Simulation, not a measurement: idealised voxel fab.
process module | voxel self aligned contacts
cross-section cut | 285 nm wide | cells 5 nm
A cross-section is a grid of square cells, given in bands from the top down. A band is one or more rows of cells.
Each band's line starts with the height of the band's top and of its bottom, in nm. Then come its materials from left to right, each with its width in nm. One material with "throughout" fills the band from edge to edge. "air" is empty space.
Height 0 is the level under which the wafer as received is all one material. The lowest band goes on downwards, as in "0 down".
A width such as "30 to 40" changes by the same amount from each row of cells to the next, from the band's top row to its bottom row.
"no change" after a step means that no cell of the cross-section changed.
closed voids: empty space of 8 cells or more with no open way to the top, each as width x height at its distance from the left edge, in nm
after a step's settings: what the simulator itself notes on the step
overlay nm, on a step with a mask: how far to the right of its planned place the mask lay; to the left if negative
plan
1 op RECEIVE | material Si
2 op OXIDIZE | depth nm 5
3 op DIRECTIONAL_DEP | material polySi | thk nm 30
4 op DIRECTIONAL_DEP | material SiN | thk nm 25
5 op PATTERN | tone cover | mask id GATE | material resist | width nm 35 | pitch nm 75 | thk nm 20 | overlay nm 0
6 op DIRECTIONAL_ETCH | etch materials SiN | depth nm 25
7 op DIRECTIONAL_ETCH | etch materials polySi | depth nm 30
8 op STRIP | etch materials resist
9 op CONFORMAL_DEP | material SiN | thk nm 10
10 op DIRECTIONAL_ETCH | etch materials SiN | depth nm 10
11 op FILL_DEP | material SiO2 | thk nm 20
12 op CMP | height nm 65
13 op PATTERN | tone open | mask id CONTACT | material resist | width nm 50 | pitch nm 75 | thk nm 15 | overlay nm 0
14 op DIRECTIONAL_ETCH | etch materials SiO2 | depth nm 70
15 op STRIP | etch materials resist
16 op CONFORMAL_DEP | material TiN | thk nm 5
17 op FILL_DEP | material W | thk nm 10
18 op CMP | height nm 65
19 op CONFORMAL_DEP | material SiN | thk nm 5
as received, after step 1
  0 down: Si throughout
  closed voids: none
first wafer at the end, as planned
  70 to 65: SiN throughout
  65 to 55: SiO2 80 | TiN 5 to 20 | W 40 to 10 | TiN 5 to 20 | SiO2 25 | TiN 5 to 20 | W 40 to 10 | TiN 5 to 20 | SiO2 80
  55 to 30: SiO2 40 | SiN 55 | TiN 5 | W 10 | TiN 5 | SiN 55 | TiN 5 | W 10 | TiN 5 | SiN 55 | SiO2 40
  30 to 0: SiO2 40 | SiN 10 | polySi 35 | SiN 10 | TiN 5 | W 10 | TiN 5 | SiN 10 | polySi 35 | SiN 10 | TiN 5 | W 10 | TiN 5 | SiN 10 | polySi 35 | SiN 10 | SiO2 40
  0 to -5: SiO2 95 | TiN 20 | SiO2 55 | TiN 20 | SiO2 95
  -5 down: Si throughout
  closed voids: none
second wafer at the end: like start, like plan, one mistake
  70 to 65: SiN throughout
  65 to 55: SiO2 80 | TiN 5 to 20 | W 40 to 10 | TiN 5 to 20 | SiO2 25 | TiN 5 to 20 | W 40 to 10 | TiN 5 to 20 | SiO2 80
  55 to 30: SiO2 40 | SiN 10 | polySi 35 | SiN 10 | TiN 5 | W 10 | TiN 5 | SiN 10 | polySi 35 | SiN 10 | TiN 5 | W 10 | TiN 5 | SiN 10 | polySi 35 | SiN 10 | SiO2 40
  30 to 25: SiO2 40 | SiN 10 | polySi 35 | SiN 10 | TiN 20 | SiN 10 | polySi 35 | SiN 10 | TiN 20 | SiN 10 | polySi 35 | SiN 10 | SiO2 40
  25 to 0: SiN throughout
  0 to -5: SiO2 throughout
  -5 down: Si throughout
  closed voids: none
what went wrong: steps 3 and 4 were swapped
at the end the second wafer has, in cells: 120 more of SiN | 72 fewer of SiO2 | 24 fewer of TiN | 24 fewer of W
